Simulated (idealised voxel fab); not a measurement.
process module | voxel self aligned vias
cross-section cut | 235 nm wide | cells 5 nm
A cross-section is a grid of square cells, given in bands from the top down. A band is one or more rows of cells.
Each band's line starts with the height of the band's top and of its bottom, in nm. Then come its materials from left to right, each with its width in nm. One material with "throughout" fills the band from edge to edge. "air" is empty space.
Height 0 is the level under which the wafer as received is all one material. The lowest band goes on downwards, as in "0 down".
A width such as "30 to 40" changes by the same amount from each row of cells to the next, from the band's top row to its bottom row.
"no change" after a step means that no cell of the cross-section changed.
closed voids: empty space of 8 cells or more with no open way to the top, each as width x height at its distance from the left edge, in nm
after a step's settings: what the simulator itself notes on the step
overlay nm, on a step with a mask: how far to the right of its planned place the mask lay; to the left if negative
plan
1 op RECEIVE | material Si
2 op CONFORMAL_DEP | material SiO2 | thk nm 10
3 op CONFORMAL_DEP | material SiCN | thk nm 5
4 op DIRECTIONAL_DEP | material lowk | thk nm 20
5 op MASKED_ETCH | tone open | mask id LINES | width nm 30 | pitch nm 70 | etch materials lowk | depth nm 20 | overlay nm 0
6 op CONFORMAL_DEP | material TiN | thk nm 5
7 op FILL_DEP | material W | thk nm 10
8 op CMP | height nm 35
9 op SELECTIVE_ETCH | etch materials W Ru TiN | depth nm 5
10 op FILL_DEP | material SiN | thk nm 5
11 op CMP | height nm 35
12 op DIRECTIONAL_DEP | material lowk | thk nm 15
13 op PATTERN | tone open | mask id VIAS | material resist | width nm 50 | thk nm 20 | overlay nm 0
14 op DIRECTIONAL_ETCH | etch materials lowk | depth nm 15
15 op DIRECTIONAL_ETCH | etch materials SiN | depth nm 5
16 op STRIP | etch materials resist
17 op CONFORMAL_DEP | material TiN | thk nm 5
18 op FILL_DEP | material Cu | thk nm 5
19 op CMP | height nm 50
20 op CONFORMAL_DEP | material SiCN | thk nm 5
as received, after step 1
  0 down: Si throughout
  closed voids: none
a wafer at the end: this start, this plan, one mistake
  55 to 50: SiCN throughout
  50 to 40: Cu 50 | TiN 5 | lowk 50 | TiN 5 | Cu 125
  40 to 35: TiN 55 | lowk 50 | TiN 35 | Cu 20 | TiN 75
  35 to 30: lowk 65 | SiN 30 | lowk 40 | TiN 30 | lowk 70
  30 to 20: lowk 65 | TiN 5 | W 20 | TiN 5 | lowk 40 | TiN 5 | W 20 | TiN 5 | lowk 70
  20 to 15: lowk 65 | TiN 30 | lowk 40 | TiN 30 | lowk 70
  15 to 10: SiCN throughout
  10 to 0: SiO2 throughout
  0 down: Si throughout
  closed voids: none
what went wrong: step 13 ran as: op PATTERN | tone cover | mask id VIAS | material resist | width nm 50 | thk nm 20 | overlay nm 0
